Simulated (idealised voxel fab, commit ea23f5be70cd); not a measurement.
Process module heading - voxel quadruple lines
Shown is cross-section cut, with a width of 215 nm and square cells of size 5 nm.
Bands, listed from the top down, are how a cross-section gets written in this document; the cross-section itself is a grid of square cells, and a band is one or more rows of them.
Read a band's entry like this: the first values are the height of its top and the height of its bottom in nm, and what follows is the sequence of materials from left to right, each with its width in nm. Note that "empty" is empty space, and that a single material marked "all across" reaches across the band from edge to edge.
All heights in this document are referenced to 0, defined as the level beneath which the wafer, as received, consists entirely of one material. The lowest band is not bounded below; it extends indefinitely downward and is written in the form "0..down".
The width entry "30->40" should be interpreted row by row: the top row of cells in the band takes the first number, the bottom row takes the second number, and the change between adjacent rows is uniform throughout.
"no alteration" -> step changed no cross-section cell.
"Closed void table" specifies each empty space that is not open to the top and that occupies no fewer than 8 cells, using the form width x height at distance, the distance measured from the left edge and all three quantities in nm.
The remark found on a step's line after its settings is issued by the simulator itself and pertains to that step.
overlay nm: step with mask; distance mask lay right of planned place; negative value = left of planned place.

The following list gives the planned process steps:
1 RECEIVE: material Si
2 CONFORMAL_DEP: material SiO2, thk nm 10
3 DIRECTIONAL_DEP: material Ru, thk nm 15
4 DIRECTIONAL_DEP: material polySi, thk nm 20
5 DIRECTIONAL_DEP: material aC, thk nm 25
6 PATTERN: tone cover, mask id MANDREL, material resist, width nm 20, pitch nm 60, thk nm 35, overlay nm 0
7 DIRECTIONAL_ETCH: etch materials aC, depth nm 25
8 STRIP: etch materials resist
9 CONFORMAL_DEP: material SiO2, thk nm 10
10 DIRECTIONAL_ETCH: etch materials SiO2, depth nm 10
11 STRIP: etch materials aC
12 DIRECTIONAL_ETCH: etch materials polySi, depth nm 20
13 STRIP: etch materials SiO2
14 CONFORMAL_DEP: material SiN, thk nm 5
15 DIRECTIONAL_ETCH: etch materials SiN, depth nm 5
16 STRIP: etch materials polySi
17 DIRECTIONAL_ETCH: etch materials Ru, depth nm 15
18 STRIP: etch materials SiN

What follows covers the first of two wafers; it ran as planned:

Wafer as received: cross-section following step 1:
    0..down = Si all across
    Closed void table: none

Cross-section through the wafer, step 2 finished:
    10..0 = SiO2 all across
    Lower than 0, everything is as it was.

Cross-section through the wafer, step 3 finished:
    25..10 = Ru all across
    Lower than 10, everything is as it was.

Cross-section through the wafer, step 4 finished:
    45..25 = polySi all across
    Lower than 25, everything is as it was.

Cross-section through the wafer, step 5 finished:
    70..45 = aC all across
    Lower than 45, everything is as it was.

Cross-section through the wafer, step 6 finished:
    105..70 = 65 of empty  20 of resist  40 of empty  20 of resist  70 of empty
    Lower than 70, everything is as it was.

Cross-section through the wafer, step 7 finished:
    80..70 = 65 of empty  20 of resist  40 of empty  20 of resist  70 of empty
    70..45 = 65 of empty  20 of aC  40 of empty  20 of aC  70 of empty
    Lower than 45, everything is as it was.

Cross-section through the wafer, step 8 finished:
    70..45 = 65 of empty  20 of aC  40 of empty  20 of aC  70 of empty
    Lower than 45, everything is as it was.

Cross-section through the wafer, step 9 finished:
    80..70 = 55 of empty  40 of SiO2  20 of empty  40 of SiO2  60 of empty
    70..55 = 55 of empty  10 of SiO2  20 of aC  10 of SiO2  20 of empty  10 of SiO2  20 of aC  10 of SiO2  60 of empty
    55..45 = 65 of SiO2  20 of aC  40 of SiO2  20 of aC  70 of SiO2
    Lower than 45, everything is as it was.

Cross-section through the wafer, step 10 finished:
    70..45 = 55 of empty  10 of SiO2  20 of aC  10 of SiO2  20 of empty  10 of SiO2  20 of aC  10 of SiO2  60 of empty
    Lower than 45, everything is as it was.

Cross-section through the wafer, step 11 finished:
    70..45 = 55 of empty  10 of SiO2  20 of empty  10 of SiO2  20 of empty  10 of SiO2  20 of empty  10 of SiO2  60 of empty
    Lower than 45, everything is as it was.

Cross-section through the wafer, step 12 finished:
    70..45 = 55 of empty  10 of SiO2  20 of empty  10 of SiO2  20 of empty  10 of SiO2  20 of empty  10 of SiO2  60 of empty
    45..25 = 55 of empty  10 of polySi  20 of empty  10 of polySi  20 of empty  10 of polySi  20 of empty  10 of polySi  60 of empty
    Lower than 25, everything is as it was.

Cross-section through the wafer, step 13 finished:
    45..25 = 55 of empty  10 of polySi  20 of empty  10 of polySi  20 of empty  10 of polySi  20 of empty  10 of polySi  60 of empty
    Lower than 25, everything is as it was.

Cross-section through the wafer, step 14 finished:
    50..45 = 50 of empty  20 of SiN  10 of empty  20 of SiN  10 of empty  20 of SiN  10 of empty  20 of SiN  55 of empty
    45..30 = 50 of empty  5 of SiN  10 of polySi  5 of SiN  10 of empty  5 of SiN  10 of polySi  5 of SiN  10 of empty  5 of SiN  10 of polySi  5 of SiN  10 of empty  5 of SiN  10 of polySi  5 of SiN  55 of empty
    30..25 = 55 of SiN  10 of polySi  20 of SiN  10 of polySi  20 of SiN  10 of polySi  20 of SiN  10 of polySi  60 of SiN
    Lower than 25, everything is as it was.

Cross-section through the wafer, step 15 finished:
    45..25 = 50 of empty  5 of SiN  10 of polySi  5 of SiN  10 of empty  5 of SiN  10 of polySi  5 of SiN  10 of empty  5 of SiN  10 of polySi  5 of SiN  10 of empty  5 of SiN  10 of polySi  5 of SiN  55 of empty
    Lower than 25, everything is as it was.

Cross-section through the wafer, step 16 finished:
    45..25 = 50 of empty  5 of SiN  10 of empty  5 of SiN  10 of empty  5 of SiN  10 of empty  5 of SiN  10 of empty  5 of SiN  10 of empty  5 of SiN  10 of empty  5 of SiN  10 of empty  5 of SiN  55 of empty
    Lower than 25, everything is as it was.

Cross-section through the wafer, step 17 finished:
    45..25 = 50 of empty  5 of SiN  10 of empty  5 of SiN  10 of empty  5 of SiN  10 of empty  5 of SiN  10 of empty  5 of SiN  10 of empty  5 of SiN  10 of empty  5 of SiN  10 of empty  5 of SiN  55 of empty
    25..10 = 50 of empty  5 of Ru  10 of empty  5 of Ru  10 of empty  5 of Ru  10 of empty  5 of Ru  10 of empty  5 of Ru  10 of empty  5 of Ru  10 of empty  5 of Ru  10 of empty  5 of Ru  55 of empty
    Lower than 10, everything is as it was.

Cross-section through the wafer, step 18 finished:
    25..10 = 50 of empty  5 of Ru  10 of empty  5 of Ru  10 of empty  5 of Ru  10 of empty  5 of Ru  10 of empty  5 of Ru  10 of empty  5 of Ru  10 of empty  5 of Ru  10 of empty  5 of Ru  55 of empty
    Lower than 10, everything is as it was.

Regarding the second of the two wafers: it shared the first wafer's starting condition and process plan, yet one error occurred during its execution. Its history coincides with that of the first wafer up to and including step 15:

Cross-section: second wafer, time at which step 16 was scheduled to end:
    45..25 = 50 of empty  5 of SiN  10 of polySi  5 of SiN  10 of empty  5 of SiN  10 of polySi  5 of SiN  10 of empty  5 of SiN  10 of polySi  5 of SiN  10 of empty  5 of SiN  10 of polySi  5 of SiN  55 of empty
    25..10 = 50 of empty  20 of Ru  10 of empty  20 of Ru  10 of empty  20 of Ru  10 of empty  20 of Ru  55 of empty
    Lower than 10, everything is as it was.

Cross-section: second wafer, time at which step 17 was scheduled to end:
    45..25 = 50 of empty  5 of SiN  10 of empty  5 of SiN  10 of empty  5 of SiN  10 of empty  5 of SiN  10 of empty  5 of SiN  10 of empty  5 of SiN  10 of empty  5 of SiN  10 of empty  5 of SiN  55 of empty
    Lower than 25, everything is as it was.

Cross-section: second wafer, time at which step 18 was scheduled to end:
    25..10 = 50 of empty  20 of Ru  10 of empty  20 of Ru  10 of empty  20 of Ru  10 of empty  20 of Ru  55 of empty
    Lower than 10, everything is as it was.
what went wrong: steps 16 and 17: order swapped relative to plan
FYI, end of process, the second wafer has more or fewer cells of some materials than the first: +24 Ru
